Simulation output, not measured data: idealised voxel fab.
process module | voxel released beams
cross-section cut | 195 nm wide | cells 5 nm
A cross-section is a grid of square cells, given in bands from the top down. A band is one or more rows of cells.
Each band's line starts with the height of the band's top and of its bottom, in nm. Then come its materials from left to right, each with its width in nm. One material with "throughout" fills the band from edge to edge. "air" is empty space.
Height 0 is the level under which the wafer as received is all one material. The lowest band goes on downwards, as in "0 down".
A width such as "30 to 40" changes by the same amount from each row of cells to the next, from the band's top row to its bottom row.
"no change" after a step means that no cell of the cross-section changed.
closed voids: empty space of 8 cells or more with no open way to the top, each as width x height at its distance from the left edge, in nm
after a step's settings: what the simulator itself notes on the step
overlay nm, on a step with a mask: how far to the right of its planned place the mask lay; to the left if negative
plan
1 op RECEIVE | material Si
2 op CONFORMAL_DEP | material Al2O3 | thk nm 10
3 op DIRECTIONAL_DEP | material SiO2 | thk nm 15
4 op DIRECTIONAL_DEP | material aC | thk nm 10
5 op PATTERN | tone open | mask id ANCHOR | material resist | width nm 40 | thk nm 30 | overlay nm 0
6 op DIRECTIONAL_ETCH | etch materials aC | depth nm 10
7 op STRIP | etch materials resist
8 op DIRECTIONAL_ETCH | etch materials SiO2 | depth nm 15
9 op STRIP | etch materials aC
10 op CONFORMAL_DEP | material SiN | thk nm 15
11 op MASKED_ETCH | tone cover | mask id BEAM | width nm 85 | etch materials SiN | depth nm 5 | overlay nm 0
12 op STRIP | etch materials SiO2
varied across the wafers: depth nm of step 11. The plan shows the first wafer's value. All wafers start alike
first wafer as received, after step 1
  0 down: Si throughout
  closed voids: none
first wafer at the end, after step 12
  40 to 35: air 50 | SiN 20 | air 10 | SiN 55 | air 60
  35 to 25: SiN 70 | air 10 | SiN 115
  25 to 10: SiO2 55 | SiN 40 | SiO2 100
  10 to 0: Al2O3 throughout
  0 down: Si throughout
  closed voids: none
last wafer at the end
  40 to 25: air 50 | SiN 20 | air 10 | SiN 55 | air 60
  25 to 10: air 55 | SiN 40 | air 100
  10 to 0: Al2O3 throughout
  0 down: Si throughout
  closed voids: none
each wafer at the end: cells of each material gained (+) or lost (-) since it was received, then its closed voids
depth nm 5 | +78 Al2O3 | +113 SiN | +93 SiO2 | closed voids: none
depth nm 10 | +78 Al2O3 | +91 SiN | +93 SiO2 | closed voids: none
depth nm 15 | +78 Al2O3 | +69 SiN | closed voids: none
depth nm 20 | +78 Al2O3 | +69 SiN | closed voids: none
depth nm 25 | +78 Al2O3 | +69 SiN | closed voids: none
depth nm 30 | +78 Al2O3 | +69 SiN | closed voids: none
